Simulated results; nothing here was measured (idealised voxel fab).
process module | voxel self aligned contacts
cross-section cut | 300 nm wide | cells 5 nm
A cross-section is a grid of square cells, given in bands from the top down. A band is one or more rows of cells.
Each band's line starts with the height of the band's top and of its bottom, in nm. Then come its materials from left to right, each with its width in nm. One material with "throughout" fills the band from edge to edge. "air" is empty space.
Height 0 is the level under which the wafer as received is all one material. The lowest band goes on downwards, as in "0 down".
A width such as "30 to 40" changes by the same amount from each row of cells to the next, from the band's top row to its bottom row.
"no change" after a step means that no cell of the cross-section changed.
closed voids: empty space of 8 cells or more with no open way to the top, each as width x height at its distance from the left edge, in nm
after a step's settings: what the simulator itself notes on the step
overlay nm, on a step with a mask: how far to the right of its planned place the mask lay; to the left if negative
plan
1 op RECEIVE | material Si
2 op CONFORMAL_DEP | material SiO2 | thk nm 5
3 op DIRECTIONAL_DEP | material polySi | thk nm 25
4 op DIRECTIONAL_DEP | material SiN | thk nm 20
5 op DIRECTIONAL_DEP | material aC | thk nm 10
6 op PATTERN | tone cover | mask id GATE | material resist | width nm 25 | pitch nm 55 | thk nm 30 | overlay nm -15
7 op DIRECTIONAL_ETCH | etch materials aC | depth nm 10
8 op STRIP | etch materials resist
9 op DIRECTIONAL_ETCH | etch materials SiN | depth nm 20
10 op DIRECTIONAL_ETCH | etch materials polySi | depth nm 25
11 op STRIP | etch materials aC
12 op CONFORMAL_DEP | material SiN | thk nm 5
13 op DIRECTIONAL_ETCH | etch materials SiN | depth nm 5
14 op FILL_DEP | material SiO2 | thk nm 10
15 op CMP | height nm 55
16 op MASKED_ETCH | tone open | mask id CONTACT | width nm 40 | pitch nm 55 | etch materials SiO2 | depth nm 55 | overlay nm 0
17 op CONFORMAL_DEP | material TiN | thk nm 5
18 op FILL_DEP | material W | thk nm 5
19 op CMP | height nm 55
20 op CONFORMAL_DEP | material SiCN | thk nm 5
varied across the wafers: overlay nm of step 6. The plan shows the first wafer's value. All wafers start alike
first wafer as received, after step 1
  0 down: Si throughout
  closed voids: none
each wafer at the end: cells of each material gained (+) or lost (-) since it was received, then its closed voids
overlay nm -15 | +60 SiCN | +114 SiN | +395 SiO2 | +56 TiN | +20 W | +75 polySi | closed voids: none
overlay nm -10 | +60 SiCN | +114 SiN | +375 SiO2 | +56 TiN | +40 W | +75 polySi | closed voids: none
overlay nm -5 | +60 SiCN | +114 SiN | +375 SiO2 | +56 TiN | +40 W | +75 polySi | closed voids: none
overlay nm 0 | +60 SiCN | +114 SiN | +375 SiO2 | +56 TiN | +40 W | +75 polySi | closed voids: none
overlay nm 5 | +60 SiCN | +114 SiN | +375 SiO2 | +56 TiN | +40 W | +75 polySi | closed voids: none
overlay nm 10 | +60 SiCN | +114 SiN | +375 SiO2 | +56 TiN | +40 W | +75 polySi | closed voids: none
overlay nm 15 | +60 SiCN | +114 SiN | +395 SiO2 | +56 TiN | +20 W | +75 polySi | closed voids: none
